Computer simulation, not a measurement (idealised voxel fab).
process module | voxel capacitor over wiring
cross-section cut | 295 nm wide | cells 5 nm
A cross-section is a grid of square cells, given in bands from the top down. A band is one or more rows of cells.
Each band's line starts with the height of the band's top and of its bottom, in nm. Then come its materials from left to right, each with its width in nm. One material with "throughout" fills the band from edge to edge. "air" is empty space.
Height 0 is the level under which the wafer as received is all one material. The lowest band goes on downwards, as in "0 down".
A width such as "30 to 40" changes by the same amount from each row of cells to the next, from the band's top row to its bottom row.
"no change" after a step means that no cell of the cross-section changed.
closed voids: empty space of 8 cells or more with no open way to the top, each as width x height at its distance from the left edge, in nm
after a step's settings: what the simulator itself notes on the step
overlay nm, on a step with a mask: how far to the right of its planned place the mask lay; to the left if negative
plan
1 op RECEIVE | material Si
2 op CONFORMAL_DEP | material SiO2 | thk nm 15
3 op CONFORMAL_DEP | material SiCN | thk nm 5
4 op DIRECTIONAL_DEP | material SiO2 | thk nm 25
5 op PATTERN | tone open | mask id METAL_1 | material resist | width nm 30 | pitch nm 95 | thk nm 20 | overlay nm 0
6 op DIRECTIONAL_ETCH | etch materials SiO2 | depth nm 25
7 op DIRECTIONAL_ETCH | etch materials SiCN | depth nm 5
8 op STRIP | etch materials resist
9 op CONFORMAL_DEP | material TiN | thk nm 5
10 op FILL_DEP | material Cu | thk nm 10
11 op CMP | height nm 45
12 op CONFORMAL_DEP | material SiCN | thk nm 5
13 op DIRECTIONAL_DEP | material SiO2 | thk nm 10
14 op MASKED_ETCH | tone open | mask id PLUG_1 | width nm 15 | etch materials SiO2 | depth nm 10 | overlay nm 0
15 op MASKED_ETCH | tone open | mask id PLUG_1 | width nm 15 | etch materials SiCN | depth nm 5 | overlay nm 0
16 op EPI | material Ru | thk nm 10
17 op EPI | material Ru | thk nm 5
18 op DIRECTIONAL_DEP | material TiN | thk nm 5
19 op DIRECTIONAL_DEP | material SiN | thk nm 5
20 op DIRECTIONAL_DEP | material TiN | thk nm 5
21 op MASKED_ETCH | tone cover | mask id UPPER_PLATE | width nm 70 | etch materials TiN | depth nm 5 | overlay nm 0
22 op MASKED_ETCH | tone cover | mask id UPPER_PLATE | width nm 70 | etch materials SiN | depth nm 5 | overlay nm 0
23 op DIRECTIONAL_DEP | material aC | thk nm 15
24 op PATTERN | tone cover | mask id LOWER_PLATE | material resist | width nm 80 | thk nm 35 | overlay nm 0
25 op DIRECTIONAL_ETCH | etch materials aC | depth nm 15
26 op STRIP | etch materials resist
27 op DIRECTIONAL_ETCH | etch materials TiN | depth nm 5
28 op STRIP | etch materials aC
29 op FILL_DEP | material SiO2 | thk nm 15
30 op CMP | height nm 85
31 op DIRECTIONAL_DEP | material aC | thk nm 10
32 op PATTERN | tone open | mask id PLUG_2 | material resist | width nm 15 | thk nm 25 | overlay nm 0
33 op DIRECTIONAL_ETCH | etch materials aC | depth nm 10
34 op STRIP | etch materials resist
35 op DIRECTIONAL_ETCH | etch materials SiO2 | depth nm 10
36 op STRIP | etch materials aC
37 op CONFORMAL_DEP | material TiN | thk nm 5
38 op FILL_DEP | material Ru | thk nm 5
39 op CMP | height nm 85
40 op CONFORMAL_DEP | material SiCN | thk nm 5
first wafer, as planned
as received, after step 1
  0 down: Si throughout
  closed voids: none
after step 2
  15 to 0: SiO2 throughout
  below 0: unchanged
after step 3
  20 to 15: SiCN throughout
  below 15: unchanged
after step 4
  45 to 20: SiO2 throughout
  below 20: unchanged
after step 5
  65 to 45: resist 85 | air 30 | resist 65 | air 30 | resist 85
  below 45: unchanged
after step 6
  65 to 45: resist 85 | air 30 | resist 65 | air 30 | resist 85
  45 to 20: SiO2 85 | air 30 | SiO2 65 | air 30 | SiO2 85
  below 20: unchanged
after step 7
  65 to 45: resist 85 | air 30 | resist 65 | air 30 | resist 85
  45 to 20: SiO2 85 | air 30 | SiO2 65 | air 30 | SiO2 85
  20 to 15: SiCN 85 | air 30 | SiCN 65 | air 30 | SiCN 85
  below 15: unchanged
after step 8
  45 to 20: SiO2 85 | air 30 | SiO2 65 | air 30 | SiO2 85
  below 20: unchanged
after step 9
  50 to 45: TiN 90 | air 20 | TiN 75 | air 20 | TiN 90
  45 to 20: SiO2 85 | TiN 5 | air 20 | TiN 5 | SiO2 65 | TiN 5 | air 20 | TiN 5 | SiO2 85
  20 to 15: SiCN 85 | TiN 30 | SiCN 65 | TiN 30 | SiCN 85
  below 15: unchanged
after step 10
  60 to 50: Cu throughout
  50 to 45: TiN 90 | Cu 20 | TiN 75 | Cu 20 | TiN 90
  45 to 20: SiO2 85 | TiN 5 | Cu 20 | TiN 5 | SiO2 65 | TiN 5 | Cu 20 | TiN 5 | SiO2 85
  below 20: unchanged
after step 11
  45 to 20: SiO2 85 | TiN 5 | Cu 20 | TiN 5 | SiO2 65 | TiN 5 | Cu 20 | TiN 5 | SiO2 85
  below 20: unchanged
after step 12
  50 to 45: SiCN throughout
  below 45: unchanged
after step 13
  60 to 50: SiO2 throughout
  below 50: unchanged
after step 14
  60 to 50: SiO2 100 | air 15 | SiO2 180
  below 50: unchanged
after step 15
  60 to 50: SiO2 100 | air 15 | SiO2 180
  50 to 45: SiCN 100 | air 15 | SiCN 180
  below 45: unchanged
after step 16
  60 to 55: SiO2 100 | air 15 | SiO2 180
  55 to 50: SiO2 100 | Ru 15 | SiO2 180
  50 to 45: SiCN 100 | Ru 15 | SiCN 180
  below 45: unchanged
after step 17
  60 to 50: SiO2 100 | Ru 15 | SiO2 180
  below 50: unchanged
after step 18
  65 to 60: TiN throughout
  below 60: unchanged
after step 19
  70 to 65: SiN throughout
  below 65: unchanged
after step 20
  75 to 70: TiN throughout
  below 70: unchanged
after step 21
  75 to 70: air 100 | TiN 70 | air 125
  below 70: unchanged
after step 22
  75 to 70: air 100 | TiN 70 | air 125
  70 to 65: air 100 | SiN 70 | air 125
  below 65: unchanged
after step 23
  90 to 80: air 100 | aC 70 | air 125
  80 to 75: aC throughout
  75 to 70: aC 100 | TiN 70 | aC 125
  70 to 65: aC 100 | SiN 70 | aC 125
  below 65: unchanged
after step 24
  125 to 90: air 95 | resist 80 | air 120
  90 to 80: air 95 | resist 5 | aC 70 | resist 5 | air 120
  below 80: unchanged
after step 25
  110 to 90: air 95 | resist 80 | air 120
  90 to 80: air 95 | resist 5 | aC 70 | resist 5 | air 120
  80 to 75: air 95 | aC 80 | air 120
  75 to 70: air 95 | aC 5 | TiN 70 | aC 5 | air 120
  70 to 65: air 95 | aC 5 | SiN 70 | aC 5 | air 120
  below 65: unchanged
after step 26
  90 to 80: air 100 | aC 70 | air 125
  below 80: unchanged
after step 27
  90 to 80: air 100 | aC 70 | air 125
  80 to 75: air 95 | aC 80 | air 120
  75 to 70: air 95 | aC 5 | TiN 70 | aC 5 | air 120
  70 to 65: air 95 | aC 5 | SiN 70 | aC 5 | air 120
  65 to 60: air 95 | TiN 80 | air 120
  below 60: unchanged
after step 28
  75 to 70: air 100 | TiN 70 | air 125
  70 to 65: air 100 | SiN 70 | air 125
  below 65: unchanged
after step 29
  90 to 75: SiO2 throughout
  75 to 70: SiO2 100 | TiN 70 | SiO2 125
  70 to 65: SiO2 100 | SiN 70 | SiO2 125
  65 to 60: SiO2 95 | TiN 80 | SiO2 120
  below 60: unchanged
after step 30
  85 to 75: SiO2 throughout
  below 75: unchanged
after step 31
  95 to 85: aC throughout
  below 85: unchanged
after step 32
  120 to 95: resist 110 | air 15 | resist 170
  below 95: unchanged
after step 33
  110 to 95: resist 110 | air 15 | resist 170
  95 to 85: aC 110 | air 15 | aC 170
  below 85: unchanged
after step 34
  95 to 85: aC 110 | air 15 | aC 170
  below 85: unchanged
after step 35
  95 to 85: aC 110 | air 15 | aC 170
  85 to 75: SiO2 110 | air 15 | SiO2 170
  below 75: unchanged
after step 36
  85 to 75: SiO2 110 | air 15 | SiO2 170
  below 75: unchanged
after step 37
  90 to 85: TiN 115 | air 5 | TiN 175
  85 to 80: SiO2 110 | TiN 5 | air 5 | TiN 5 | SiO2 170
  80 to 70: SiO2 110 to 100 | TiN 15 to 70 | SiO2 170 to 125
  below 70: unchanged
after step 38
  95 to 90: Ru throughout
  90 to 85: TiN 115 | Ru 5 | TiN 175
  85 to 80: SiO2 110 | TiN 5 | Ru 5 | TiN 5 | SiO2 170
  below 80: unchanged
after step 39
  85 to 80: SiO2 110 | TiN 5 | Ru 5 | TiN 5 | SiO2 170
  below 80: unchanged
after step 40
  90 to 85: SiCN throughout
  below 85: unchanged
second wafer: like start, like plan, one mistake. Through step 16 it matches the first wafer
when step 17 should have ended
  65 to 60: TiN 100 | air 15 | TiN 180
  60 to 55: SiO2 100 | TiN 15 | SiO2 180
  below 55: unchanged
when step 18 should have ended
  70 to 65: Ru 105 | air 5 | Ru 185
  65 to 60: TiN 100 | Ru 15 | TiN 180
  below 60: unchanged
when step 19 should have ended
  75 to 70: SiN 105 | air 5 | SiN 185
  70 to 65: Ru 105 | SiN 5 | Ru 185
  below 65: unchanged
when step 20 should have ended
  80 to 75: TiN 105 | air 5 | TiN 185
  75 to 70: SiN 105 | TiN 5 | SiN 185
  below 70: unchanged
when step 21 should have ended
  80 to 75: air 100 | TiN 5 | air 5 | TiN 60 | air 125
  below 75: unchanged
when step 22 should have ended
  80 to 75: air 100 | TiN 5 | air 5 | TiN 60 | air 125
  75 to 70: air 100 | SiN 5 | TiN 5 | SiN 60 | air 125
  below 70: unchanged
when step 23 should have ended
  95 to 90: air 100 | aC 5 | air 5 | aC 60 | air 125
  90 to 85: air 100 | aC 70 | air 125
  85 to 80: aC throughout
  80 to 75: aC 100 | TiN 5 | aC 5 | TiN 60 | aC 125
  75 to 70: aC 100 | SiN 5 | TiN 5 | SiN 60 | aC 125
  below 70: unchanged
when step 24 should have ended
  130 to 95: air 95 | resist 80 | air 120
  95 to 90: air 95 | resist 5 | aC 5 | resist 5 | aC 60 | resist 5 | air 120
  90 to 85: air 95 | resist 5 | aC 70 | resist 5 | air 120
  below 85: unchanged
when step 25 should have ended
  115 to 95: air 95 | resist 80 | air 120
  95 to 90: air 95 | resist 5 | aC 5 | resist 5 | aC 60 | resist 5 | air 120
  90 to 85: air 95 | resist 5 | aC 70 | resist 5 | air 120
  85 to 80: air 95 | aC 80 | air 120
  80 to 75: air 95 | aC 5 | TiN 5 | aC 5 | TiN 60 | aC 5 | air 120
  75 to 70: air 95 | aC 5 | SiN 5 | TiN 5 | SiN 60 | aC 5 | air 120
  below 70: unchanged
when step 26 should have ended
  95 to 90: air 100 | aC 5 | air 5 | aC 60 | air 125
  90 to 80: air 100 to 95 | aC 70 to 80 | air 125 to 120
  below 80: unchanged
when step 27 should have ended: no change
when step 28 should have ended
  80 to 75: air 100 | TiN 5 | air 5 | TiN 60 | air 125
  75 to 70: air 100 | SiN 5 | TiN 5 | SiN 60 | air 125
  below 70: unchanged
when step 29 should have ended
  95 to 80: SiO2 throughout
  80 to 75: SiO2 100 | TiN 5 | SiO2 5 | TiN 60 | SiO2 125
  75 to 70: SiO2 100 | SiN 5 | TiN 5 | SiN 60 | SiO2 125
  below 70: unchanged
when step 30 should have ended
  85 to 80: SiO2 throughout
  below 80: unchanged
when step 31 should have ended
  95 to 85: aC throughout
  below 85: unchanged
when step 32 should have ended
  120 to 95: resist 110 | air 15 | resist 170
  below 95: unchanged
when step 33 should have ended
  110 to 95: resist 110 | air 15 | resist 170
  95 to 85: aC 110 | air 15 | aC 170
  below 85: unchanged
when step 34 should have ended
  95 to 85: aC 110 | air 15 | aC 170
  below 85: unchanged
when step 35 should have ended
  95 to 85: aC 110 | air 15 | aC 170
  85 to 80: SiO2 110 | air 15 | SiO2 170
  below 80: unchanged
when step 36 should have ended
  85 to 80: SiO2 110 | air 15 | SiO2 170
  below 80: unchanged
when step 37 should have ended
  90 to 85: TiN 115 | air 5 | TiN 175
  85 to 80: SiO2 110 | TiN 15 | SiO2 170
  below 80: unchanged
when step 38 should have ended
  95 to 90: Ru throughout
  90 to 85: TiN 115 | Ru 5 | TiN 175
  below 85: unchanged
when step 39 should have ended
  85 to 80: SiO2 110 | TiN 15 | SiO2 170
  below 80: unchanged
when step 40 should have ended
  90 to 85: SiCN throughout
  below 85: unchanged
what went wrong: steps 17 and 18 were swapped
at the end the second wafer has, in cells: 57 more of Ru | 98 fewer of SiO2 | 41 more of TiN
